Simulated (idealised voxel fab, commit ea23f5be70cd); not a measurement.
This section sets out a process module, namely voxel gate over fins.
Pictured: cross-section cut, 215 nm wide, on a grid of 5 nm square cells.
Each cross-section below is a grid of square cells, stated as bands in top-down order, with one or more rows of cells making up each band. What a band's entry tells you: where the top is and where the bottom is, as heights in nm, and after that what lies inside, material by material from left to right, each with its width in nm. Empty space is written as the word "blank", and a single material marked with the word "full width" occupies the band from edge to edge. Basically, 0 is our baseline, since under it the wafer straight out of the box is all one material. The bottom band has no lower end and keeps on going down, so it looks like "0..down". With a width like "30 to 40", each row of cells in the band differs from the next by the same amount, the top row carrying the first number and the bottom row the second. "remains unaltered" after a step means that no cell of the cross-section changed. The label "Entrapped void list" introduces a list of the empty spaces, 8 cells or larger, that have no open way up to the top; each entry in it reads width x height at distance, where the distance is taken from the left edge and all three are stated in nm. That trailing text on a step's line, after the settings, is the simulator's own remark on the step. A step line may carry the setting "overlay nm", which, for steps involving a mask, states the distance by which the mask lay to the right of its intended position; negative values denote displacement to the left. Structure of the following material. The material consists of pairs of cross-sections. Each pair comprises the cross-section before one process step and the cross-section after that step, the latter shown only down to the lowest band that changed. The step between the cross-sections is specified beneath each pair, including its settings. Pairs are not necessarily consecutive: they may derive from different runs of this module performed on the same starting wafer. Continuity with the pair above is to be assumed only where the entry headed "Ahead of processing" of the pair in question states it.

Ahead of processing
- 0..down  Si full width
- Entrapped void list: none

Post-Step Appearance
- 10..0  SiN full width
- All layers under 0 are left as they were.
- Entrapped void list: none
Which process step falls between the two cross-sections above? CONFORMAL_DEP (material SiN; thk nm 10)

Ahead of processing: taken from the pair above, after panel.

Post-Step Appearance
- 20..10  aC full width
- All layers under 10 are left as they were.
- Entrapped void list: none
Which process step falls between the two cross-sections above? DIRECTIONAL_DEP (material aC; thk nm 10)

Ahead of processing: taken from the pair above, after panel.

Post-Step Appearance
- 50..20  80 nm blank; 15 nm resist; 20 nm blank; 15 nm resist; 85 nm blank
- All layers under 20 are left as they were.
- Entrapped void list: none
Which process step falls between the two cross-sections above? PATTERN (tone cover; mask id FINS; material resist; width nm 15; pitch nm 35; thk nm 30; overlay nm 0)

Ahead of processing: taken from the pair above, after panel.

Post-Step Appearance
- 40..20  80 nm blank; 15 nm resist; 20 nm blank; 15 nm resist; 85 nm blank
- 20..10  80 nm blank; 15 nm aC; 20 nm blank; 15 nm aC; 85 nm blank
- All layers under 10 are left as they were.
- Entrapped void list: none
Which process step falls between the two cross-sections above? DIRECTIONAL_ETCH (etch materials aC; depth nm 10)

Ahead of processing: taken from the pair above, after panel.

Post-Step Appearance
- 20..10  80 nm blank; 15 nm aC; 20 nm blank; 15 nm aC; 85 nm blank
- All layers under 10 are left as they were.
- Entrapped void list: none
Which process step falls between the two cross-sections above? STRIP (etch materials resist)

Ahead of processing: taken from the pair above, after panel.

Post-Step Appearance
- 20..10  80 nm blank; 15 nm aC; 20 nm blank; 15 nm aC; 85 nm blank
- 10..0  80 nm blank; 15 nm SiN; 20 nm blank; 15 nm SiN; 85 nm blank
- All layers under 0 are left as they were.
- Entrapped void list: none
Which process step falls between the two cross-sections above? DIRECTIONAL_ETCH (etch materials SiN; depth nm 10)

Ahead of processing: taken from the pair above, after panel.

Post-Step Appearance
- 20..10  80 nm blank; 15 nm aC; 20 nm blank; 15 nm aC; 85 nm blank
- 10..0  80 nm blank; 15 nm SiN; 20 nm blank; 15 nm SiN; 85 nm blank
- 0..-35  80 nm blank; 15 nm Si; 20 nm blank; 15 nm Si; 85 nm blank
- All layers under -35 are left as they were.
- Entrapped void list: none
Which process step falls between the two cross-sections above? DIRECTIONAL_ETCH (etch materials Si; depth nm 35)

Ahead of processing: taken from the pair above, after panel.

Post-Step Appearance
- 10..0  80 nm blank; 15 nm SiN; 20 nm blank; 15 nm SiN; 85 nm blank
- All layers under 0 are left as they were.
- Entrapped void list: none
Which process step falls between the two cross-sections above? STRIP (etch materials aC)

Ahead of processing: taken from the pair above, after panel.

Post-Step Appearance
- 25..10  SiO2 full width
- 10..0  80 nm SiO2; 15 nm SiN; 20 nm SiO2; 15 nm SiN; 85 nm SiO2
- 0..-35  80 nm SiO2; 15 nm Si; 20 nm SiO2; 15 nm Si; 85 nm SiO2
- All layers under -35 are left as they were.
- Entrapped void list: none
Which process step falls between the two cross-sections above? FILL_DEP (material SiO2; thk nm 15)

Ahead of processing: taken from the pair above, after panel.

Post-Step Appearance
- 10..0  80 nm SiO2; 15 nm SiN; 20 nm SiO2; 15 nm SiN; 85 nm SiO2
- All layers under 0 are left as they were.
- Entrapped void list: none
Which process step falls between the two cross-sections above? CMP (height nm 10)

Ahead of processing: taken from the pair above, after panel.

Post-Step Appearance
- 10..0  80 nm blank; 15 nm SiN; 20 nm blank; 15 nm SiN; 85 nm blank
- 0..-10  80 nm blank; 15 nm Si; 20 nm blank; 15 nm Si; 85 nm blank
- All layers under -10 are left as they were.
- Entrapped void list: none
Which process step falls between the two cross-sections above? SELECTIVE_ETCH (etch materials SiO2; depth nm 20)

Ahead of processing: taken from the pair above, after panel.

Post-Step Appearance
- 0..-10  80 nm blank; 15 nm Si; 20 nm blank; 15 nm Si; 85 nm blank
- All layers under -10 are left as they were.
- Entrapped void list: none
Which process step falls between the two cross-sections above? STRIP (etch materials SiN)

Ahead of processing: taken from the pair above, after panel.

Post-Step Appearance
- 5..0  75 nm blank; 25 nm HfO2; 10 nm blank; 25 nm HfO2; 80 nm blank
- 0..-5  75 nm blank; 5 nm HfO2; 15 nm Si; 5 nm HfO2; 10 nm blank; 5 nm HfO2; 15 nm Si; 5 nm HfO2; 80 nm blank
- -5..-10  80 nm HfO2; 15 nm Si; 20 nm HfO2; 15 nm Si; 85 nm HfO2
- All layers under -10 are left as they were.
- Entrapped void list: none
Which process step falls between the two cross-sections above? CONFORMAL_DEP (material HfO2; thk nm 5)

Ahead of processing: taken from the pair above, after panel.

Post-Step Appearance
- 10..5  70 nm blank; 70 nm TiN; 75 nm blank
- 5..0  70 nm blank; 5 nm TiN; 25 nm HfO2; 10 nm TiN; 25 nm HfO2; 5 nm TiN; 75 nm blank
- 0..-5  75 nm TiN; 5 nm HfO2; 15 nm Si; 5 nm HfO2; 10 nm TiN; 5 nm HfO2; 15 nm Si; 5 nm HfO2; 80 nm TiN
- All layers under -5 are left as they were.
- Entrapped void list: none
Which process step falls between the two cross-sections above? CONFORMAL_DEP (material TiN; thk nm 5)

Ahead of processing: taken from the pair above, after panel.

Post-Step Appearance
- 15..10  65 nm blank; 80 nm TiAl; 70 nm blank
- 10..5  65 nm blank; 5 nm TiAl; 70 nm TiN; 5 nm TiAl; 70 nm blank
- 5..0  70 nm TiAl; 5 nm TiN; 25 nm HfO2; 10 nm TiN; 25 nm HfO2; 5 nm TiN; 75 nm TiAl
- All layers under 0 are left as they were.
- Entrapped void list: none
Which process step falls between the two cross-sections above? CONFORMAL_DEP (material TiAl; thk nm 5)

Ahead of processing: taken from the pair above, after panel.

Post-Step Appearance
- 20..15  60 nm blank; 90 nm TiN; 65 nm blank
- 15..10  60 nm blank; 5 nm TiN; 80 nm TiAl; 5 nm TiN; 65 nm blank
- 10..5  65 nm TiN; 5 nm TiAl; 70 nm TiN; 5 nm TiAl; 70 nm TiN
- All layers under 5 are left as they were.
- Entrapped void list: none
Which process step falls between the two cross-sections above? CONFORMAL_DEP (material TiN; thk nm 5)

Ahead of processing: taken from the pair above, after panel.

Post-Step Appearance
- 30..20  W full width
- 20..15  60 nm W; 90 nm TiN; 65 nm W
- 15..10  60 nm W; 5 nm TiN; 80 nm TiAl; 5 nm TiN; 65 nm W
- All layers under 10 are left as they were.
- Entrapped void list: none
Which process step falls between the two cross-sections above? FILL_DEP (material W; thk nm 10)

Ahead of processing: taken from the pair above, after panel.

Post-Step Appearance
- 25..20  W full width
- All layers under 20 are left as they were.
- Entrapped void list: none
Which process step falls between the two cross-sections above? CMP (height nm 25)

Ahead of processing: taken from the pair above, after panel.

Post-Step Appearance
- 35..25  SiN full width
- All layers under 25 are left as they were.
- Entrapped void list: none
Which process step falls between the two cross-sections above? CONFORMAL_DEP (material SiN; thk nm 10)

Ahead of processing
- 25..10  SiO2 full width
- 10..0  80 nm SiO2; 15 nm SiN; 20 nm SiO2; 15 nm SiN; 85 nm SiO2
- 0..-35  80 nm SiO2; 15 nm Si; 20 nm SiO2; 15 nm Si; 85 nm SiO2
- -35..down  Si full width
- Entrapped void list: none

Post-Step Appearance
- 10..5  80 nm blank; 15 nm SiN; 20 nm blank; 15 nm SiN; 85 nm blank
- All layers under 5 are left as they were.
- Entrapped void list: none
Which process step falls between the two cross-sections above? SELECTIVE_ETCH (etch materials SiO2; depth nm 20)

Ahead of processing: taken from the pair above, after panel.

Post-Step Appearance
- 5..0  80 nm SiO2; 15 nm blank; 20 nm SiO2; 15 nm blank; 85 nm SiO2
- All layers under 0 are left as they were.
- Entrapped void list: none
Which process step falls between the two cross-sections above? STRIP (etch materials SiN)

Ahead of processing: taken from the pair above, after panel.

Post-Step Appearance
- 10..5  85 nm HfO2; 5 nm blank; 30 nm HfO2; 5 nm blank; 90 nm HfO2
- 5..0  80 nm SiO2; 15 nm HfO2; 20 nm SiO2; 15 nm HfO2; 85 nm SiO2
- All layers under 0 are left as they were.
- Entrapped void list: none
Which process step falls between the two cross-sections above? CONFORMAL_DEP (material HfO2; thk nm 5)

Ahead of processing: taken from the pair above, after panel.

Post-Step Appearance
- 15..10  TiN full width
- 10..5  85 nm HfO2; 5 nm TiN; 30 nm HfO2; 5 nm TiN; 90 nm HfO2
- All layers under 5 are left as they were.
- Entrapped void list: none
Which process step falls between the two cross-sections above? CONFORMAL_DEP (material TiN; thk nm 5)

Ahead of processing: taken from the pair above, after panel.

Post-Step Appearance
- 20..15  TiAl full width
- All layers under 15 are left as they were.
- Entrapped void list: none
Which process step falls between the two cross-sections above? CONFORMAL_DEP (material TiAl; thk nm 5)

Ahead of processing: taken from the pair above, after panel.

Post-Step Appearance
- 25..20  TiN full width
- All layers under 20 are left as they were.
- Entrapped void list: none
Which process step falls between the two cross-sections above? CONFORMAL_DEP (material TiN; thk nm 5)

Ahead of processing: taken from the pair above, after panel.

Post-Step Appearance
- 35..25  W full width
- All layers under 25 are left as they were.
- Entrapped void list: none
Which process step falls between the two cross-sections above? FILL_DEP (material W; thk nm 10)

Ahead of processing: taken from the pair above, after panel.

Post-Step Appearance
- 25..20  TiN full width
- All layers under 20 are left as they were.
- Entrapped void list: none
Which process step falls between the two cross-sections above? CMP (height nm 25)

Ahead of processing: taken from the pair above, after panel.

Post-Step Appearance
- 35..25  SiN full width
- All layers under 25 are left as they were.
- Entrapped void list: none
Which process step falls between the two cross-sections above? CONFORMAL_DEP (material SiN; thk nm 10)

Ahead of processing
- 10..0  80 nm blank; 15 nm SiN; 20 nm blank; 15 nm SiN; 85 nm blank
- 0..-10  80 nm blank; 15 nm Si; 20 nm blank; 15 nm Si; 85 nm blank
- -10..-35  80 nm SiO2; 15 nm Si; 20 nm SiO2; 15 nm Si; 85 nm SiO2
- -35..down  Si full width
- Entrapped void list: none

Post-Step Appearance
- 10..0  80 nm blank; 15 nm SiN; 20 nm blank; 15 nm SiN; 85 nm blank
- 0..-30  80 nm blank; 15 nm Si; 20 nm blank; 15 nm Si; 85 nm blank
- All layers under -30 are left as they were.
- Entrapped void list: none
Which process step falls between the two cross-sections above? SELECTIVE_ETCH (etch materials SiO2; depth nm 20)

Ahead of processing: taken from the pair above, after panel.

Post-Step Appearance
- 0..-30  80 nm blank; 15 nm Si; 20 nm blank; 15 nm Si; 85 nm blank
- All layers under -30 are left as they were.
- Entrapped void list: none
Which process step falls between the two cross-sections above? STRIP (etch materials SiN)

Ahead of processing: taken from the pair above, after panel.

Post-Step Appearance
- 5..0  75 nm blank; 25 nm HfO2; 10 nm blank; 25 nm HfO2; 80 nm blank
- 0..-25  75 nm blank; 5 nm HfO2; 15 nm Si; 5 nm HfO2; 10 nm blank; 5 nm HfO2; 15 nm Si; 5 nm HfO2; 80 nm blank
- -25..-30  80 nm HfO2; 15 nm Si; 20 nm HfO2; 15 nm Si; 85 nm HfO2
- All layers under -30 are left as they were.
- Entrapped void list: none
Which process step falls between the two cross-sections above? CONFORMAL_DEP (material HfO2; thk nm 5)

Ahead of processing: taken from the pair above, after panel.

Post-Step Appearance
- 10..5  70 nm blank; 70 nm TiN; 75 nm blank
- 5..0  70 nm blank; 5 nm TiN; 25 nm HfO2; 10 nm TiN; 25 nm HfO2; 5 nm TiN; 75 nm blank
- 0..-20  70 nm blank; 5 nm TiN; 5 nm HfO2; 15 nm Si; 5 nm HfO2; 10 nm TiN; 5 nm HfO2; 15 nm Si; 5 nm HfO2; 5 nm TiN; 75 nm blank
- -20..-25  75 nm TiN; 5 nm HfO2; 15 nm Si; 5 nm HfO2; 10 nm TiN; 5 nm HfO2; 15 nm Si; 5 nm HfO2; 80 nm TiN
- All layers under -25 are left as they were.
- Entrapped void list: none
Which process step falls between the two cross-sections above? CONFORMAL_DEP (material TiN; thk nm 5)

Ahead of processing: taken from the pair above, after panel.

Post-Step Appearance
- 15..10  65 nm blank; 80 nm TiAl; 70 nm blank
- 10..5  65 nm blank; 5 nm TiAl; 70 nm TiN; 5 nm TiAl; 70 nm blank
- 5..0  65 nm blank; 5 nm TiAl; 5 nm TiN; 25 nm HfO2; 10 nm TiN; 25 nm HfO2; 5 nm TiN; 5 nm TiAl; 70 nm blank
- 0..-15  65 nm blank; 5 nm TiAl; 5 nm TiN; 5 nm HfO2; 15 nm Si; 5 nm HfO2; 10 nm TiN; 5 nm HfO2; 15 nm Si; 5 nm HfO2; 5 nm TiN; 5 nm TiAl; 70 nm blank
- -15..-20  70 nm TiAl; 5 nm TiN; 5 nm HfO2; 15 nm Si; 5 nm HfO2; 10 nm TiN; 5 nm HfO2; 15 nm Si; 5 nm HfO2; 5 nm TiN; 75 nm TiAl
- All layers under -20 are left as they were.
- Entrapped void list: none
Which process step falls between the two cross-sections above? CONFORMAL_DEP (material TiAl; thk nm 5)

Ahead of processing: taken from the pair above, after panel.

Post-Step Appearance
- 20..15  60 nm blank; 90 nm TiN; 65 nm blank
- 15..10  60 nm blank; 5 nm TiN; 80 nm TiAl; 5 nm TiN; 65 nm blank
- 10..5  60 nm blank; 5 nm TiN; 5 nm TiAl; 70 nm TiN; 5 nm TiAl; 5 nm TiN; 65 nm blank
- 5..0  60 nm blank; 5 nm TiN; 5 nm TiAl; 5 nm TiN; 25 nm HfO2; 10 nm TiN; 25 nm HfO2; 5 nm TiN; 5 nm TiAl; 5 nm TiN; 65 nm blank
- 0..-10  60 nm blank; 5 nm TiN; 5 nm TiAl; 5 nm TiN; 5 nm HfO2; 15 nm Si; 5 nm HfO2; 10 nm TiN; 5 nm HfO2; 15 nm Si; 5 nm HfO2; 5 nm TiN; 5 nm TiAl; 5 nm TiN; 65 nm blank
- -10..-15  65 nm TiN; 5 nm TiAl; 5 nm TiN; 5 nm HfO2; 15 nm Si; 5 nm HfO2; 10 nm TiN; 5 nm HfO2; 15 nm Si; 5 nm HfO2; 5 nm TiN; 5 nm TiAl; 70 nm TiN
- All layers under -15 are left as they were.
- Entrapped void list: none
Which process step falls between the two cross-sections above? CONFORMAL_DEP (material TiN; thk nm 5)

Ahead of processing: taken from the pair above, after panel.

Post-Step Appearance
- 30..20  W full width
- 20..15  60 nm W; 90 nm TiN; 65 nm W
- 15..10  60 nm W; 5 nm TiN; 80 nm TiAl; 5 nm TiN; 65 nm W
- 10..5  60 nm W; 5 nm TiN; 5 nm TiAl; 70 nm TiN; 5 nm TiAl; 5 nm TiN; 65 nm W
- 5..0  60 nm W; 5 nm TiN; 5 nm TiAl; 5 nm TiN; 25 nm HfO2; 10 nm TiN; 25 nm HfO2; 5 nm TiN; 5 nm TiAl; 5 nm TiN; 65 nm W
- 0..-10  60 nm W; 5 nm TiN; 5 nm TiAl; 5 nm TiN; 5 nm HfO2; 15 nm Si; 5 nm HfO2; 10 nm TiN; 5 nm HfO2; 15 nm Si; 5 nm HfO2; 5 nm TiN; 5 nm TiAl; 5 nm TiN; 65 nm W
- All layers under -10 are left as they were.
- Entrapped void list: none
Which process step falls between the two cross-sections above? FILL_DEP (material W; thk nm 10)

Ahead of processing: taken from the pair above, after panel.

Post-Step Appearance
- 25..20  W full width
- All layers under 20 are left as they were.
- Entrapped void list: none
Which process step falls between the two cross-sections above? CMP (height nm 25)

Ahead of processing: taken from the pair above, after panel.

Post-Step Appearance
- 35..25  SiN full width
- All layers under 25 are left as they were.
- Entrapped void list: none
Which process step falls between the two cross-sections above? CONFORMAL_DEP (material SiN; thk nm 10)

Ahead of processing
- 0..-10  80 nm blank; 15 nm Si; 20 nm blank; 15 nm Si; 85 nm blank
- -10..-35  80 nm SiO2; 15 nm Si; 20 nm SiO2; 15 nm Si; 85 nm SiO2
- -35..down  Si full width
- Entrapped void list: none

Post-Step Appearance
- 5..0  75 nm blank; 25 nm TiN; 10 nm blank; 25 nm TiN; 80 nm blank
- 0..-5  75 nm blank; 5 nm TiN; 15 nm Si; 5 nm TiN; 10 nm blank; 5 nm TiN; 15 nm Si; 5 nm TiN; 80 nm blank
- -5..-10  80 nm TiN; 15 nm Si; 20 nm TiN; 15 nm Si; 85 nm TiN
- All layers under -10 are left as they were.
- Entrapped void list: none
Which process step falls between the two cross-sections above? CONFORMAL_DEP (material TiN; thk nm 5)

Ahead of processing: taken from the pair above, after panel.

Post-Step Appearance
- 10..5  70 nm blank; 70 nm HfO2; 75 nm blank
- 5..0  70 nm blank; 5 nm HfO2; 25 nm TiN; 10 nm HfO2; 25 nm TiN; 5 nm HfO2; 75 nm blank
- 0..-5  75 nm HfO2; 5 nm TiN; 15 nm Si; 5 nm TiN; 10 nm HfO2; 5 nm TiN; 15 nm Si; 5 nm TiN; 80 nm HfO2
- All layers under -5 are left as they were.
- Entrapped void list: none
Which process step falls between the two cross-sections above? CONFORMAL_DEP (material HfO2; thk nm 5)

Ahead of processing: taken from the pair above, after panel.

Post-Step Appearance
- 15..10  65 nm blank; 80 nm TiAl; 70 nm blank
- 10..5  65 nm blank; 5 nm TiAl; 70 nm HfO2; 5 nm TiAl; 70 nm blank
- 5..0  70 nm TiAl; 5 nm HfO2; 25 nm TiN; 10 nm HfO2; 25 nm TiN; 5 nm HfO2; 75 nm TiAl
- All layers under 0 are left as they were.
- Entrapped void list: none
Which process step falls between the two cross-sections above? CONFORMAL_DEP (material TiAl; thk nm 5)

Ahead of processing: taken from the pair above, after panel.

Post-Step Appearance
- 20..15  60 nm blank; 90 nm TiN; 65 nm blank
- 15..10  60 nm blank; 5 nm TiN; 80 nm TiAl; 5 nm TiN; 65 nm blank
- 10..5  65 nm TiN; 5 nm TiAl; 70 nm HfO2; 5 nm TiAl; 70 nm TiN
- All layers under 5 are left as they were.
- Entrapped void list: none
Which process step falls between the two cross-sections above? CONFORMAL_DEP (material TiN; thk nm 5)

Ahead of processing: taken from the pair above, after panel.

Post-Step Appearance
- 30..20  W full width
- 20..15  60 nm W; 90 nm TiN; 65 nm W
- 15..10  60 nm W; 5 nm TiN; 80 nm TiAl; 5 nm TiN; 65 nm W
- All layers under 10 are left as they were.
- Entrapped void list: none
Which process step falls between the two cross-sections above? FILL_DEP (material W; thk nm 10)

Ahead of processing: taken from the pair above, after panel.

Post-Step Appearance
- 25..20  W full width
- All layers under 20 are left as they were.
- Entrapped void list: none
Which process step falls between the two cross-sections above? CMP (height nm 25)

Ahead of processing: taken from the pair above, after panel.

Post-Step Appearance
- 35..25  SiN full width
- All layers under 25 are left as they were.
- Entrapped void list: none
Which process step falls between the two cross-sections above? CONFORMAL_DEP (material SiN; thk nm 10)

Ahead of processing
- 25..20  W full width
- 20..15  60 nm W; 90 nm TiN; 65 nm W
- 15..10  60 nm W; 5 nm TiN; 80 nm TiAl; 5 nm TiN; 65 nm W
- 10..5  65 nm TiN; 5 nm TiAl; 70 nm TiN; 5 nm TiAl; 70 nm TiN
- 5..0  70 nm TiAl; 5 nm TiN; 25 nm HfO2; 10 nm TiN; 25 nm HfO2; 5 nm TiN; 75 nm TiAl
- 0..-5  75 nm TiN; 5 nm HfO2; 15 nm Si; 5 nm HfO2; 10 nm TiN; 5 nm HfO2; 15 nm Si; 5 nm HfO2; 80 nm TiN
- -5..-10  80 nm HfO2; 15 nm Si; 20 nm HfO2; 15 nm Si; 85 nm HfO2
- -10..-35  80 nm SiO2; 15 nm Si; 20 nm SiO2; 15 nm Si; 85 nm SiO2
- -35..down  Si full width
- Entrapped void list: none

Post-Step Appearance
- 40..25  SiN full width
- All layers under 25 are left as they were.
- Entrapped void list: none
Which process step falls between the two cross-sections above? CONFORMAL_DEP (material SiN; thk nm 15)

Ahead of processing
- 20..10  aC full width
- 10..0  SiN full width
- 0..down  Si full width
- Entrapped void list: none

Post-Step Appearance
- 50..20  80 nm blank; 20 nm resist; 15 nm blank; 20 nm resist; 80 nm blank
- All layers under 20 are left as they were.
- Entrapped void list: none
Which process step falls between the two cross-sections above? PATTERN (tone cover; mask id FINS; material resist; width nm 20; pitch nm 35; thk nm 30; overlay nm 0)

Ahead of processing: taken from the pair above, after panel.

Post-Step Appearance
- 40..20  80 nm blank; 20 nm resist; 15 nm blank; 20 nm resist; 80 nm blank
- 20..10  80 nm blank; 20 nm aC; 15 nm blank; 20 nm aC; 80 nm blank
- All layers under 10 are left as they were.
- Entrapped void list: none
Which process step falls between the two cross-sections above? DIRECTIONAL_ETCH (etch materials aC; depth nm 10)

Ahead of processing: taken from the pair above, after panel.

Post-Step Appearance
- 20..10  80 nm blank; 20 nm aC; 15 nm blank; 20 nm aC; 80 nm blank
- All layers under 10 are left as they were.
- Entrapped void list: none
Which process step falls between the two cross-sections above? STRIP (etch materials resist)

Ahead of processing: taken from the pair above, after panel.

Post-Step Appearance
- 20..10  80 nm blank; 20 nm aC; 15 nm blank; 20 nm aC; 80 nm blank
- 10..0  80 nm blank; 20 nm SiN; 15 nm blank; 20 nm SiN; 80 nm blank
- All layers under 0 are left as they were.
- Entrapped void list: none
Which process step falls between the two cross-sections above? DIRECTIONAL_ETCH (etch materials SiN; depth nm 10)

Ahead of processing: taken from the pair above, after panel.

Post-Step Appearance
- 20..10  80 nm blank; 20 nm aC; 15 nm blank; 20 nm aC; 80 nm blank
- 10..0  80 nm blank; 20 nm SiN; 15 nm blank; 20 nm SiN; 80 nm blank
- 0..-35  80 nm blank; 20 nm Si; 15 nm blank; 20 nm Si; 80 nm blank
- All layers under -35 are left as they were.
- Entrapped void list: none
Which process step falls between the two cross-sections above? DIRECTIONAL_ETCH (etch materials Si; depth nm 35)

Ahead of processing: taken from the pair above, after panel.

Post-Step Appearance
- 10..0  80 nm blank; 20 nm SiN; 15 nm blank; 20 nm SiN; 80 nm blank
- All layers under 0 are left as they were.
- Entrapped void list: none
Which process step falls between the two cross-sections above? STRIP (etch materials aC)

Ahead of processing: taken from the pair above, after panel.

Post-Step Appearance
- 25..10  SiO2 full width
- 10..0  80 nm SiO2; 20 nm SiN; 15 nm SiO2; 20 nm SiN; 80 nm SiO2
- 0..-35  80 nm SiO2; 20 nm Si; 15 nm SiO2; 20 nm Si; 80 nm SiO2
- All layers under -35 are left as they were.
- Entrapped void list: none
Which process step falls between the two cross-sections above? FILL_DEP (material SiO2; thk nm 15)

Ahead of processing: taken from the pair above, after panel.

Post-Step Appearance
- 10..0  80 nm SiO2; 20 nm SiN; 15 nm SiO2; 20 nm SiN; 80 nm SiO2
- All layers under 0 are left as they were.
- Entrapped void list: none
Which process step falls between the two cross-sections above? CMP (height nm 10)

Ahead of processing: taken from the pair above, after panel.

Post-Step Appearance
- 10..0  80 nm blank; 20 nm SiN; 15 nm blank; 20 nm SiN; 80 nm blank
- 0..-10  80 nm blank; 20 nm Si; 15 nm blank; 20 nm Si; 80 nm blank
- All layers under -10 are left as they were.
- Entrapped void list: none
Which process step falls between the two cross-sections above? SELECTIVE_ETCH (etch materials SiO2; depth nm 20)

Ahead of processing: taken from the pair above, after panel.

Post-Step Appearance
- 0..-10  80 nm blank; 20 nm Si; 15 nm blank; 20 nm Si; 80 nm blank
- All layers under -10 are left as they were.
- Entrapped void list: none
Which process step falls between the two cross-sections above? STRIP (etch materials SiN)

Ahead of processing: taken from the pair above, after panel.

Post-Step Appearance
- 5..0  75 nm blank; 30 nm HfO2; 5 nm blank; 30 nm HfO2; 75 nm blank
- 0..-5  75 nm blank; 5 nm HfO2; 20 nm Si; 5 nm HfO2; 5 nm blank; 5 nm HfO2; 20 nm Si; 5 nm HfO2; 75 nm blank
- -5..-10  80 nm HfO2; 20 nm Si; 15 nm HfO2; 20 nm Si; 80 nm HfO2
- All layers under -10 are left as they were.
- Entrapped void list: none
Which process step falls between the two cross-sections above? CONFORMAL_DEP (material HfO2; thk nm 5)

Ahead of processing: taken from the pair above, after panel.

Post-Step Appearance
- 10..5  70 nm blank; 75 nm TiN; 70 nm blank
- 5..0  70 nm blank; 5 nm TiN; 30 nm HfO2; 5 nm TiN; 30 nm HfO2; 5 nm TiN; 70 nm blank
- 0..-5  75 nm TiN; 5 nm HfO2; 20 nm Si; 5 nm HfO2; 5 nm TiN; 5 nm HfO2; 20 nm Si; 5 nm HfO2; 75 nm TiN
- All layers under -5 are left as they were.
- Entrapped void list: none
Which process step falls between the two cross-sections above? CONFORMAL_DEP (material TiN; thk nm 5)

Ahead of processing: taken from the pair above, after panel.

Post-Step Appearance
- 15..10  65 nm blank; 85 nm TiAl; 65 nm blank
- 10..5  65 nm blank; 5 nm TiAl; 75 nm TiN; 5 nm TiAl; 65 nm blank
- 5..0  70 nm TiAl; 5 nm TiN; 30 nm HfO2; 5 nm TiN; 30 nm HfO2; 5 nm TiN; 70 nm TiAl
- All layers under 0 are left as they were.
- Entrapped void list: none
Which process step falls between the two cross-sections above? CONFORMAL_DEP (material TiAl; thk nm 5)

Ahead of processing: taken from the pair above, after panel.

Post-Step Appearance
- 20..15  60 nm blank; 95 nm TiN; 60 nm blank
- 15..10  60 nm blank; 5 nm TiN; 85 nm TiAl; 5 nm TiN; 60 nm blank
- 10..5  65 nm TiN; 5 nm TiAl; 75 nm TiN; 5 nm TiAl; 65 nm TiN
- All layers under 5 are left as they were.
- Entrapped void list: none
Which process step falls between the two cross-sections above? CONFORMAL_DEP (material TiN; thk nm 5)

Ahead of processing: taken from the pair above, after panel.

Post-Step Appearance
- 30..20  W full width
- 20..15  60 nm W; 95 nm TiN; 60 nm W
- 15..10  60 nm W; 5 nm TiN; 85 nm TiAl; 5 nm TiN; 60 nm W
- All layers under 10 are left as they were.
- Entrapped void list: none
Which process step falls between the two cross-sections above? FILL_DEP (material W; thk nm 10)

Ahead of processing: taken from the pair above, after panel.

Post-Step Appearance
- 25..20  W full width
- All layers under 20 are left as they were.
- Entrapped void list: none
Which process step falls between the two cross-sections above? CMP (height nm 25)

Ahead of processing: taken from the pair above, after panel.

Post-Step Appearance
- 35..25  SiN full width
- All layers under 25 are left as they were.
- Entrapped void list: none
Which process step falls between the two cross-sections above? CONFORMAL_DEP (material SiN; thk nm 10)

Ahead of processing
- 20..10  aC full width
- 10..0  SiN full width
- 0..down  Si full width
- Entrapped void list: none

Post-Step Appearance
- 50..20  75 nm blank; 15 nm resist; 20 nm blank; 15 nm resist; 90 nm blank
- All layers under 20 are left as they were.
- Entrapped void list: none
Which process step falls between the two cross-sections above? PATTERN (tone cover; mask id FINS; material resist; width nm 15; pitch nm 35; thk nm 30; overlay nm -5)

Ahead of processing: taken from the pair above, after panel.

Post-Step Appearance
- 40..20  75 nm blank; 15 nm resist; 20 nm blank; 15 nm resist; 90 nm blank
- 20..10  75 nm blank; 15 nm aC; 20 nm blank; 15 nm aC; 90 nm blank
- All layers under 10 are left as they were.
- Entrapped void list: none
Which process step falls between the two cross-sections above? DIRECTIONAL_ETCH (etch materials aC; depth nm 10)

Ahead of processing: taken from the pair above, after panel.

Post-Step Appearance
- 20..10  75 nm blank; 15 nm aC; 20 nm blank; 15 nm aC; 90 nm blank
- All layers under 10 are left as they were.
- Entrapped void list: none
Which process step falls between the two cross-sections above? STRIP (etch materials resist)

Ahead of processing: taken from the pair above, after panel.

Post-Step Appearance
- 20..10  75 nm blank; 15 nm aC; 20 nm blank; 15 nm aC; 90 nm blank
- 10..0  75 nm blank; 15 nm SiN; 20 nm blank; 15 nm SiN; 90 nm blank
- All layers under 0 are left as they were.
- Entrapped void list: none
Which process step falls between the two cross-sections above? DIRECTIONAL_ETCH (etch materials SiN; depth nm 10)

Ahead of processing: taken from the pair above, after panel.

Post-Step Appearance
- 20..10  75 nm blank; 15 nm aC; 20 nm blank; 15 nm aC; 90 nm blank
- 10..0  75 nm blank; 15 nm SiN; 20 nm blank; 15 nm SiN; 90 nm blank
- 0..-35  75 nm blank; 15 nm Si; 20 nm blank; 15 nm Si; 90 nm blank
- All layers under -35 are left as they were.
- Entrapped void list: none
Which process step falls between the two cross-sections above? DIRECTIONAL_ETCH (etch materials Si; depth nm 35)

Ahead of processing: taken from the pair above, after panel.

Post-Step Appearance
- 10..0  75 nm blank; 15 nm SiN; 20 nm blank; 15 nm SiN; 90 nm blank
- All layers under 0 are left as they were.
- Entrapped void list: none
Which process step falls between the two cross-sections above? STRIP (etch materials aC)

Ahead of processing: taken from the pair above, after panel.

Post-Step Appearance
- 25..10  SiO2 full width
- 10..0  75 nm SiO2; 15 nm SiN; 20 nm SiO2; 15 nm SiN; 90 nm SiO2
- 0..-35  75 nm SiO2; 15 nm Si; 20 nm SiO2; 15 nm Si; 90 nm SiO2
- All layers under -35 are left as they were.
- Entrapped void list: none
Which process step falls between the two cross-sections above? FILL_DEP (material SiO2; thk nm 15)

Ahead of processing: taken from the pair above, after panel.

Post-Step Appearance
- 10..0  75 nm SiO2; 15 nm SiN; 20 nm SiO2; 15 nm SiN; 90 nm SiO2
- All layers under 0 are left as they were.
- Entrapped void list: none
Which process step falls between the two cross-sections above? CMP (height nm 10)
